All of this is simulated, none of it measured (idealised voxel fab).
process module | voxel self aligned vias
cross-section cut | 165 nm wide | cells 5 nm
A cross-section is a grid of square cells, given in bands from the top down. A band is one or more rows of cells.
Each band's line starts with the height of the band's top and of its bottom, in nm. Then come its materials from left to right, each with its width in nm. One material with "throughout" fills the band from edge to edge. "air" is empty space.
Height 0 is the level under which the wafer as received is all one material. The lowest band goes on downwards, as in "0 down".
A width such as "30 to 40" changes by the same amount from each row of cells to the next, from the band's top row to its bottom row.
"no change" after a step means that no cell of the cross-section changed.
closed voids: empty space of 8 cells or more with no open way to the top, each as width x height at its distance from the left edge, in nm
after a step's settings: what the simulator itself notes on the step
overlay nm, on a step with a mask: how far to the right of its planned place the mask lay; to the left if negative
plan
1 op RECEIVE | material Si
2 op CONFORMAL_DEP | material SiO2 | thk nm 15
3 op CONFORMAL_DEP | material SiCN | thk nm 5
4 op DIRECTIONAL_DEP | material lowk | thk nm 20
5 op PATTERN | tone open | mask id LINES | material resist | width nm 20 | pitch nm 60 | thk nm 15 | overlay nm 0
6 op DIRECTIONAL_ETCH | etch materials lowk | depth nm 20
7 op STRIP | etch materials resist
8 op CONFORMAL_DEP | material TiN | thk nm 5
9 op FILL_DEP | material Ru | thk nm 10
10 op CMP | height nm 40
11 op SELECTIVE_ETCH | etch materials W Ru TiN | depth nm 5
12 op FILL_DEP | material SiN | thk nm 10
13 op CMP | height nm 40
14 op DIRECTIONAL_DEP | material lowk | thk nm 20
15 op MASKED_ETCH | tone open | mask id VIAS | width nm 40 | etch materials lowk | depth nm 20 | overlay nm 0
16 op MASKED_ETCH | tone open | mask id VIAS | width nm 40 | etch materials SiN | depth nm 5 | overlay nm 0
17 op CONFORMAL_DEP | material TiN | thk nm 5
18 op FILL_DEP | material W | thk nm 10
19 op CMP | height nm 60
20 op CONFORMAL_DEP | material SiCN | thk nm 5
as received, after step 1
  0 down: Si throughout
  closed voids: none
a wafer at the end: this start, this plan, one mistake
  65 to 60: SiCN throughout
  60 to 45: lowk 30 | TiN 5 | W 30 | TiN 5 | lowk 95
  45 to 40: lowk 30 | TiN 15 | W 10 | TiN 15 | lowk 95
  40 to 35: lowk 40 | TiN 20 | lowk 40 | SiN 20 | lowk 45
  35 to 25: lowk 40 | TiN 5 | SiN 10 | TiN 5 | lowk 40 | TiN 5 | SiN 10 | TiN 5 | lowk 45
  25 to 20: lowk 40 | TiN 20 | lowk 40 | TiN 20 | lowk 45
  20 to 15: SiCN throughout
  15 to 0: SiO2 throughout
  0 down: Si throughout
  closed voids: none
what went wrong: step 9 ran as: op FILL_DEP | material SiN | thk nm 10
